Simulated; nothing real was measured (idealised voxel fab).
process module | voxel spacer lines
cross-section cut | 155 nm wide | cells 5 nm
A cross-section is a grid of square cells, given in bands from the top down. A band is one or more rows of cells.
Each band's line starts with the height of the band's top and of its bottom, in nm. Then come its materials from left to right, each with its width in nm. One material with "throughout" fills the band from edge to edge. "air" is empty space.
Height 0 is the level under which the wafer as received is all one material. The lowest band goes on downwards, as in "0 down".
A width such as "30 to 40" changes by the same amount from each row of cells to the next, from the band's top row to its bottom row.
"no change" after a step means that no cell of the cross-section changed.
closed voids: empty space of 8 cells or more with no open way to the top, each as width x height at its distance from the left edge, in nm
after a step's settings: what the simulator itself notes on the step
overlay nm, on a step with a mask: how far to the right of its planned place the mask lay; to the left if negative
plan
1 op RECEIVE | material Si
2 op CONFORMAL_DEP | material Al2O3 | thk nm 10
3 op DIRECTIONAL_DEP | material W | thk nm 20
4 op DIRECTIONAL_DEP | material aC | thk nm 30
5 op PATTERN | tone cover | mask id MANDREL | material resist | width nm 20 | pitch nm 60 | thk nm 40 | overlay nm 0
6 op DIRECTIONAL_ETCH | etch materials aC | depth nm 30
7 op STRIP | etch materials resist
8 op CONFORMAL_DEP | material SiN | thk nm 10
9 op DIRECTIONAL_ETCH | etch materials SiN | depth nm 10
10 op STRIP | etch materials aC
11 op DIRECTIONAL_ETCH | etch materials W | depth nm 20
12 op STRIP | etch materials SiN
first wafer, as planned
as received, after step 1
  0 down: Si throughout
  closed voids: none
after step 2
  10 to 0: Al2O3 throughout
  below 0: unchanged
after step 3
  30 to 10: W throughout
  below 10: unchanged
after step 4
  60 to 30: aC throughout
  below 30: unchanged
after step 5
  100 to 60: air 35 | resist 20 | air 40 | resist 20 | air 40
  below 60: unchanged
after step 6
  70 to 60: air 35 | resist 20 | air 40 | resist 20 | air 40
  60 to 30: air 35 | aC 20 | air 40 | aC 20 | air 40
  below 30: unchanged
after step 7
  60 to 30: air 35 | aC 20 | air 40 | aC 20 | air 40
  below 30: unchanged
after step 8
  70 to 60: air 25 | SiN 40 | air 20 | SiN 40 | air 30
  60 to 40: air 25 | SiN 10 | aC 20 | SiN 10 | air 20 | SiN 10 | aC 20 | SiN 10 | air 30
  40 to 30: SiN 35 | aC 20 | SiN 40 | aC 20 | SiN 40
  below 30: unchanged
after step 9
  60 to 30: air 25 | SiN 10 | aC 20 | SiN 10 | air 20 | SiN 10 | aC 20 | SiN 10 | air 30
  below 30: unchanged
after step 10
  60 to 30: air 25 | SiN 10 | air 20 | SiN 10 | air 20 | SiN 10 | air 20 | SiN 10 | air 30
  below 30: unchanged
after step 11
  60 to 30: air 25 | SiN 10 | air 20 | SiN 10 | air 20 | SiN 10 | air 20 | SiN 10 | air 30
  30 to 10: air 25 | W 10 | air 20 | W 10 | air 20 | W 10 | air 20 | W 10 | air 30
  below 10: unchanged
after step 12
  30 to 10: air 25 | W 10 | air 20 | W 10 | air 20 | W 10 | air 20 | W 10 | air 30
  below 10: unchanged
second wafer: like start, like plan, one mistake. Through step 2 it matches the first wafer
when step 3 should have ended
  20 to 10: W throughout
  below 10: unchanged
when step 4 should have ended
  50 to 20: aC throughout
  below 20: unchanged
when step 5 should have ended
  90 to 50: air 35 | resist 20 | air 40 | resist 20 | air 40
  below 50: unchanged
when step 6 should have ended
  60 to 50: air 35 | resist 20 | air 40 | resist 20 | air 40
  50 to 20: air 35 | aC 20 | air 40 | aC 20 | air 40
  below 20: unchanged
when step 7 should have ended
  50 to 20: air 35 | aC 20 | air 40 | aC 20 | air 40
  below 20: unchanged
when step 8 should have ended
  60 to 50: air 25 | SiN 40 | air 20 | SiN 40 | air 30
  50 to 30: air 25 | SiN 10 | aC 20 | SiN 10 | air 20 | SiN 10 | aC 20 | SiN 10 | air 30
  30 to 20: SiN 35 | aC 20 | SiN 40 | aC 20 | SiN 40
  below 20: unchanged
when step 9 should have ended
  50 to 20: air 25 | SiN 10 | aC 20 | SiN 10 | air 20 | SiN 10 | aC 20 | SiN 10 | air 30
  below 20: unchanged
when step 10 should have ended
  50 to 20: air 25 | SiN 10 | air 20 | SiN 10 | air 20 | SiN 10 | air 20 | SiN 10 | air 30
  below 20: unchanged
when step 11 should have ended
  50 to 20: air 25 | SiN 10 | air 20 | SiN 10 | air 20 | SiN 10 | air 20 | SiN 10 | air 30
  20 to 10: air 25 | W 10 | air 20 | W 10 | air 20 | W 10 | air 20 | W 10 | air 30
  below 10: unchanged
when step 12 should have ended
  20 to 10: air 25 | W 10 | air 20 | W 10 | air 20 | W 10 | air 20 | W 10 | air 30
  below 10: unchanged
what went wrong: step 3 ran as: op DIRECTIONAL_DEP | material W | thk nm 10
at the end the second wafer has, in cells: 16 fewer of W
